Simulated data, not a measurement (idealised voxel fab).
Module name: voxel self aligned contacts (process module)
For reference, the cross-section in this document is cut, with width 290 nm and square cells of 5 nm.
How to read a cross-section here: the picture is a grid of square cells, written as bands going from the top down, and any band can span one or more rows of cells.
Top height, bottom height, nm. Materials left to right, width each, nm. Single material + "everywhere" = fills band edge to edge. "blank" = empty.
Convention: height 0 is the level below which the wafer, as received, is all one material. The lowest band does not terminate at the bottom but continues downward, represented as "from 0 down".
You'd read "30..40" like this: the band's top row of cells is as wide as the first number, its bottom row is as wide as the second, and going down, every row changes width by the same amount as the row before did.
Where a step carries "changes: none", the cross-section came out of it unchanged, cell for cell.
Entry "Closed void inventory" = empty spaces >= 8 cells with no open way to the top; each as width x height at distance, distance from left edge, all nm.
The remark found on a step's line after its settings is issued by the simulator itself and pertains to that step.
Steps that use a mask can have "overlay nm" on their line. It says how far the mask sat to the right of where it was meant to be. Negative means to the left.
-- Listed below are the process steps as planned
1: RECEIVE: material Si
2: CONFORMAL_DEP: material SiO2, thk nm 5
3: DIRECTIONAL_DEP: material polySi, thk nm 30
4: DIRECTIONAL_DEP: material SiN, thk nm 15
5: DIRECTIONAL_DEP: material aC, thk nm 10
6: PATTERN: tone cover, mask id GATE, material resist, width nm 35, pitch nm 70, thk nm 25, overlay nm 0
7: DIRECTIONAL_ETCH: etch materials aC, depth nm 10
8: STRIP: etch materials resist
9: DIRECTIONAL_ETCH: etch materials SiN, depth nm 15
10: DIRECTIONAL_ETCH: etch materials polySi, depth nm 30
11: STRIP: etch materials aC
12: CONFORMAL_DEP: material SiN, thk nm 5
13: DIRECTIONAL_ETCH: etch materials SiN, depth nm 5
14: FILL_DEP: material SiO2, thk nm 15
15: CMP: height nm 60
16: PATTERN: tone open, mask id CONTACT, material resist, width nm 55, thk nm 15, overlay nm 0
17: DIRECTIONAL_ETCH: etch materials SiO2, depth nm 60
18: STRIP: etch materials resist
19: CONFORMAL_DEP: material TiN, thk nm 5
20: FILL_DEP: material W, thk nm 10
21: CMP: height nm 60
22: CONFORMAL_DEP: material SiN, thk nm 5
-- Received-state cross-section, reflecting completion of step 1
> from 0 down  Si everywhere
> Closed void inventory: none
-- Final cross-section, module run with one mistake (start and plan as above)
> from 65 to 60  SiN everywhere
> from 60 to 50  SiO2 (115), TiN (5..20), W (45..15), TiN (5..20), SiO2 (120)
> from 50 to 35  SiO2 (85), SiN (45), TiN (5), W (15), TiN (5), SiN (45), SiO2 (90)
> from 35 to 30  SiO2 (130), TiN (25), SiO2 (135)
> from 30 to 0  polySi everywhere
> from 0 down  Si everywhere
> Closed void inventory: none
Plan not followed: plan steps 2 and 3 run swapped
